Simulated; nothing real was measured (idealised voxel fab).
process module | voxel self aligned vias
The cross-section on display is named cut; it measures 250 nm wide, and its cells are 5 nm squares.
In this document a cross-section is written as a grid of square cells. It is given as a series of bands, listed from the top down, and a band is one or more rows of cells.
Heads up on the band format: heights come first, top then bottom, in nm. After that it's the materials left to right, each with its width in nm. A single material flagged "edge to edge" fills the whole band edge to edge, and "empty" means there's empty space there.
Height datum 0, below which the as-received substrate wafer is one material. Lowest band open at the bottom, running downward: "from 0 down".
So if you see something like "30..40" for the width, read it as the top row of the band sitting at the first number and the bottom row at the second, with every row in between moving by the same amount as the last.
The designation "remains unaltered", where it is given for a processing step, indicates that no cell of the cross-section was altered in the course of that step.
If an empty space has no open way to the top and is at least 8 cells in size, "Enclosed empty spaces" lists it, written width x height at distance, where distance is measured from the left edge and every value is in nm.
Past the settings on a step's line: simulator remark, on that step.
overlay nm: on a step with a mask, how far right of its planned place the mask lay; negative means left.

LISTED BELOW ARE THE PROCESS STEPS AS PLANNED
1 RECEIVE with material Si
2 CONFORMAL_DEP with material SiO2, thk nm 10
3 CONFORMAL_DEP with material SiCN, thk nm 5
4 DIRECTIONAL_DEP with material SiO2, thk nm 20
5 PATTERN with tone open, mask id LINES, material resist, width nm 30, pitch nm 55, thk nm 15, overlay nm 0
6 DIRECTIONAL_ETCH with etch materials SiO2, depth nm 20
7 STRIP with etch materials resist
8 CONFORMAL_DEP with material TiN, thk nm 5
9 FILL_DEP with material Ru, thk nm 5
10 CMP with height nm 35
11 SELECTIVE_ETCH with etch materials W Ru TiN, depth nm 5
12 FILL_DEP with material SiN, thk nm 10
13 CMP with height nm 35
14 DIRECTIONAL_DEP with material SiO2, thk nm 20
15 MASKED_ETCH with tone open, mask id VIAS, width nm 40, pitch nm 55, etch materials SiO2, depth nm 20, overlay nm 0
16 MASKED_ETCH with tone open, mask id VIAS, width nm 40, pitch nm 55, etch materials SiN, depth nm 5, overlay nm 0
17 CONFORMAL_DEP with material TiN, thk nm 5
18 FILL_DEP with material Ru, thk nm 10
19 CMP with height nm 55
20 CONFORMAL_DEP with material SiCN, thk nm 5

SHOWN IN CROSS-SECTION IS THE WAFER AS RECEIVED, THAT IS, AS IT STANDS AFTER STEP 1
* from 0 down  Si edge to edge
* Enclosed empty spaces: none

CROSS-SECTIONAL RESULT AFTER MODULE COMPLETION. NOTE: STARTING CONDITION AND PLAN ARE UNCHANGED FROM ABOVE; ONE PROCESSING MISTAKE WAS MADE
* from 60 to 55  SiCN edge to edge
* from 55 to 40  SiO2=50; TiN=5; Ru=30; TiN=5; SiO2=15; TiN=5; Ru=30; TiN=5; SiO2=15; TiN=5; Ru=30; TiN=5; SiO2=50
* from 40 to 35  SiO2=50; TiN=10; Ru=20; TiN=10; SiO2=15; TiN=10; Ru=20; TiN=10; SiO2=15; TiN=10; Ru=20; TiN=10; SiO2=50
* from 35 to 30  SiO2=55; TiN=30; SiO2=25; TiN=30; SiO2=25; TiN=30; SiO2=55
* from 30 to 20  SiO2=55; SiN=30; SiO2=25; SiN=30; SiO2=25; SiN=30; SiO2=55
* from 20 to 15  SiO2=55; TiN=30; SiO2=25; TiN=30; SiO2=25; TiN=30; SiO2=55
* from 15 to 10  SiCN edge to edge
* from 10 to 0  SiO2 edge to edge
* from 0 down  Si edge to edge
* Enclosed empty spaces: none
Want to know what went wrong? step 11: run off-plan, actual operation and settings SELECTIVE_ETCH with etch materials W Ru TiN, depth nm 15
